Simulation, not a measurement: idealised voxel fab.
Herein follows the process module entitled voxel tone inversion.
Displayed cross-section: cut, width of 155 nm, square cells sized 5 nm.
Cross-section format: a grid of square cells, given as bands from top to bottom; each band is one or more rows of cells.
First you get the band's top height and its bottom height, in nm, and then the materials it's made of, left to right, with each width in nm. If you see a single material with "all across", that one covers the band edge to edge. "empty" is empty space.
The level at which height equals 0 is the one under which the wafer, as it arrives, is entirely one material. No lower edge exists for the bottom band, which continues downward and is notated as in "from 0 down".
So if you see something like "30->40" for the width, read it as the top row of the band sitting at the first number and the bottom row at the second, with every row in between moving by the same amount as the last.
Any step labelled "nothing was modified" changed none of the cells in the cross-section.
The entry "Closed-off voids" lists the empty spaces that cover at least 8 cells and have no open path to the top. Each is written as width x height at distance, where the distance is measured from the left edge and all three values are in nm.
Read whatever lies past the settings on a step's line as the simulator's own remark about the step.
Regarding "overlay nm": on a step with a mask, it is the distance the mask lay to the right of its planned place; a negative value places it to the left.
## Here's what the planned process steps look like
step 1: RECEIVE | material Si
step 2: CONFORMAL_DEP | material SiCN | thk nm 10
step 3: DIRECTIONAL_DEP | material aC | thk nm 25
step 4: PATTERN | tone cover | mask id POSTS | material resist | width nm 20 | pitch nm 40 | thk nm 30 | overlay nm 0
step 5: DIRECTIONAL_ETCH | etch materials aC | depth nm 25
step 6: STRIP | etch materials resist
step 7: FILL_DEP | material lowk | thk nm 5
step 8: CMP | height nm 35
step 9: STRIP | etch materials aC
## Incoming wafer in cross-section (state: after step 1)
- from 0 down: Si all across
- Closed-off voids: none
## Figure: cross-sectional view of the wafer upon completion of the module, processed from the initial state and according to the plan depicted above, with one error introduced during execution
- from 35 to 25: SiCN all across
- from 25 to 0: aC all across
- from 0 down: Si all across
- Closed-off voids: none
Heads up, the wafer didn't run the way we planned it: the executed order of steps 2 and 3 is the reverse of that specified in the plan, each step having taken the other's position
